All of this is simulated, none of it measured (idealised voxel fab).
Proc. module: voxel double patterning
Displayed cross-section: cut, width of 190 nm, square cells sized 5 nm.
For the purposes of this document, a cross-section shall be understood as a grid of square cells, specified as bands listed in top-to-bottom order, each band consisting of one or more rows of cells. In this notation a band is specified by the heights of its top and bottom, in that order and in nm, after which its materials appear from left to right, each paired with its width in nm. The word "all across" attached to a single material means that material fills the band from edge to edge; the word "empty" stands for empty space. Zero point of the height axis is 0; under it, received wafer = one material. Lowest band: continues down indefinitely, "top 0, no bottom". Width: "30 to 40" (first number = top row, second number = bottom row, same change from row to row of cells). "no change occurred", as given for a step, is the statement that not any cell of the cross-section underwent a change during that step. The label "Closed void listing" introduces a list of the empty spaces, 8 cells or larger, that have no open way up to the top; each entry in it reads width x height at distance, where the distance is taken from the left edge and all three are stated in nm. What comes after the settings on a step's line is commentary from the simulator itself on that step. The setting "overlay nm" may be written on the line of a step. When the step uses a mask, the value reports how far to the right of the planned place the mask lay, and a negative value reports that it lay to the left.

This section lists the process steps that were planned:
- 1: RECEIVE: material Si
- 2: CONFORMAL_DEP: material SiO2, thk nm 10
- 3: DIRECTIONAL_DEP: material polySi, thk nm 10
- 4: DIRECTIONAL_DEP: material SiCN, thk nm 10
- 5: PATTERN: tone open, mask id FIRST, material resist, width nm 15, pitch nm 50, thk nm 20, overlay nm 0
- 6: DIRECTIONAL_ETCH: etch materials SiCN, depth nm 10
- 7: STRIP: etch materials resist
- 8: MASKED_ETCH: tone open, mask id SECOND, width nm 15, etch materials SiCN, depth nm 10, overlay nm 0
- 9: DIRECTIONAL_ETCH: etch materials polySi, depth nm 10
- 10: STRIP: etch materials SiCN

So this is the incoming wafer in cross-section - it's already been through step 1:
- top 0, no bottom | Si all across
- Closed void listing: none

First of two wafers: cross-section at end of module, run per plan:
- top 20, bottom 10 | polySi (60), empty (15), polySi (10), empty (15), polySi (10), empty (15), polySi (65)
- top 10, bottom 0 | SiO2 all across
- top 0, no bottom | Si all across
- Closed void listing: none

Wafer two cross-section, module end. Start and plan unchanged from wafer one; one mistake made during the run:
- top 15, bottom 5 | polySi (60), empty (15), polySi (10), empty (15), polySi (10), empty (15), polySi (65)
- top 5, bottom 0 | SiO2 all across
- top 0, no bottom | Si all across
- Closed void listing: none
Heads up, the wafer didn't run the way we planned it: step 2 off recipe, ran as CONFORMAL_DEP: material SiO2, thk nm 5
Bottom line after processing is that, in cells, the second wafer is up or down on some materials versus the first: SiO2: 38 fewer
